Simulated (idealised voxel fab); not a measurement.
This section sets out a process module, namely voxel gate over fins.
This is section cut - it's 295 nm across, gridded in 5 nm square cells.
A cross-section is a grid of square cells, given in bands from the top down. A band is one or more rows of cells.
A band entry consists of two parts. The first gives the height of the band's top and the height of its bottom, in nm. The rest lists the band's materials from left to right, each with its width in nm. A single material labelled with the word "full width" fills the band from edge to edge, and the word "empty" marks empty space.
Height is counted from the level 0, under which the received wafer is composed throughout of one material. The lowest of the bands is not closed at the bottom but continues downward, in the notation "0..down".
Think of "30..40" as a width that walks from the first number to the second as you go down the band, top row to bottom row, taking equal-sized steps from row to row.
"all unchanged" -> step changed no cross-section cell.
This entry, "Fully sealed voids", enumerates those empty regions of no fewer than 8 cells that possess no open connection to the top. Each region is reported in the form width x height at distance, the distance being taken from the left edge, with all three quantities expressed in nm.
Text after the settings on a step's line: the simulator's own remark on that step.
On any step carrying a mask, the "overlay nm" setting, if present on the step's line, tells how far right of its planned place the mask lay; negative values point to the left.
# List of planned process steps
1. RECEIVE,material Si
2. CONFORMAL_DEP,material SiN,thk nm 10
3. PATTERN,tone cover,mask id FINS,material resist,width nm 15,pitch nm 45,thk nm 20,overlay nm 0
4. DIRECTIONAL_ETCH,etch materials SiN,depth nm 10
5. DIRECTIONAL_ETCH,etch materials Si,depth nm 40
6. STRIP,etch materials resist
7. OXIDIZE,depth nm 5
8. FILL_DEP,material SiO2,thk nm 15
9. CMP,height nm 10
10. SELECTIVE_ETCH,etch materials SiO2,depth nm 20
11. STRIP,etch materials SiN
12. CONFORMAL_DEP,material HfO2,thk nm 5
13. CONFORMAL_DEP,material TiN,thk nm 5
14. FILL_DEP,material W,thk nm 10
15. CMP,height nm 15
16. CONFORMAL_DEP,material SiN,thk nm 10
# Shown in cross-section is the wafer as received, that is, as it stands after step 1
0..down  Si full width
Fully sealed voids: none
# a wafer at the end: this start, this plan, one mistake
25..15  SiN full width
15..10  W full width
10..5  W 120; TiN 25; W 20; TiN 25; W 105
5..0  W 120; TiN 5; HfO2 15; TiN 5; W 20; TiN 5; HfO2 15; TiN 5; W 105
0..-5  TiN 125; HfO2 5; Si 5; HfO2 5; TiN 30; HfO2 5; Si 5; HfO2 5; TiN 110
-5..-10  HfO2 130; Si 5; HfO2 40; Si 5; HfO2 115
-10..-45  SiO2 130; Si 5; SiO2 40; Si 5; SiO2 115
-45..down  Si full width
Fully sealed voids: none
What broke from the plan during processing? rather than as planned, step 3 actually ran as PATTERN,tone cover,mask id FINS,material resist,width nm 15,pitch nm 45,thk nm 20,overlay nm 10
